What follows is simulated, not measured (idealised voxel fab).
Process module, titled voxel gate over fins
Pictured: cross-section cut, 220 nm wide, on a grid of 5 nm square cells.
If you're reading a cross-section in this doc, picture square cells in a grid; it comes to you as bands, top ones listed first down to the bottom, and a band can be one or more rows of cells. Heights first: top, then bottom, in nm. Then materials, left to right, each with a width in nm. "everywhere" on a single material: fills the band edge to edge. "blank": empty space. For the purposes of this specification, 0 denotes the height below which the wafer in its as-received condition is composed wholly of one material, and the lowermost band, lacking a lower limit, extends downward without end, as expressed in "z 0 and below". Graded width ("30->40"): value in top row of band = first number; value in bottom row = second number; row-to-row change constant. When a step is marked "remained unchanged", none of the cells in the cross-section changed during that step. If an empty space has no open way to the top and is at least 8 cells in size, "Enclosed cavities" lists it, written width x height at distance, where distance is measured from the left edge and every value is in nm. Anything after a step's settings on that line? It's the simulator's own note about the step. The setting "overlay nm" may be written on the line of a step. When the step uses a mask, the value reports how far to the right of the planned place the mask lay, and a negative value reports that it lay to the left.

Process steps foreseen in the plan:
- 1: RECEIVE | material Si
- 2: CONFORMAL_DEP | material SiN | thk nm 10
- 3: PATTERN | tone cover | mask id FINS | material resist | width nm 15 | pitch nm 55 | thk nm 15 | overlay nm 0
- 4: DIRECTIONAL_ETCH | etch materials SiN | depth nm 10
- 5: DIRECTIONAL_ETCH | etch materials Si | depth nm 30
- 6: STRIP | etch materials resist
- 7: FILL_DEP | material SiO2 | thk nm 5
- 8: CMP | height nm 10
- 9: PATTERN | tone open | mask id RAIL | material resist | width nm 15 | thk nm 20 | overlay nm 0
- 10: DIRECTIONAL_ETCH | etch materials SiO2 | depth nm 35
- 11: STRIP | etch materials resist
- 12: CONFORMAL_DEP | material TiN | thk nm 5
- 13: FILL_DEP | material W | thk nm 5
- 14: CMP | height nm 10
- 15: SELECTIVE_ETCH | etch materials W Ru TiN | depth nm 30
- 16: FILL_DEP | material SiO2 | thk nm 5
- 17: CMP | height nm 0
- 18: SELECTIVE_ETCH | etch materials SiO2 | depth nm 20
- 19: STRIP | etch materials SiN
- 20: CONFORMAL_DEP | material HfO2 | thk nm 5
- 21: CONFORMAL_DEP | material TiN | thk nm 5
- 22: FILL_DEP | material W | thk nm 15
- 23: CMP | height nm 20
- 24: CONFORMAL_DEP | material SiCN | thk nm 10
Heads up: all these wafers start the same, and what changes between them is the height nm in step 17. The value you see in the plan is just what the first wafer got.

First wafer of several, as received: cross-section after step 1:
> z 0 and below: Si everywhere
> Enclosed cavities: none

Below: a row per wafer. Contents at end of module: for every material, cells gained since receipt (+) or lost since receipt (-); then closed voids:
height nm 0 | +68 HfO2 | -210 Si | +88 SiCN | +67 SiO2 | +71 TiN | +180 W | Enclosed cavities: none
height nm 5 | +62 HfO2 | -210 Si | +88 SiCN | +102 SiO2 | +65 TiN | +157 W | Enclosed cavities: none
height nm 10 | +56 HfO2 | -210 Si | +88 SiCN | +137 SiO2 | +59 TiN | +134 W | Enclosed cavities: none
height nm 15 | +50 HfO2 | -210 Si | +88 SiCN | +172 SiO2 | +53 TiN | +111 W | Enclosed cavities: none
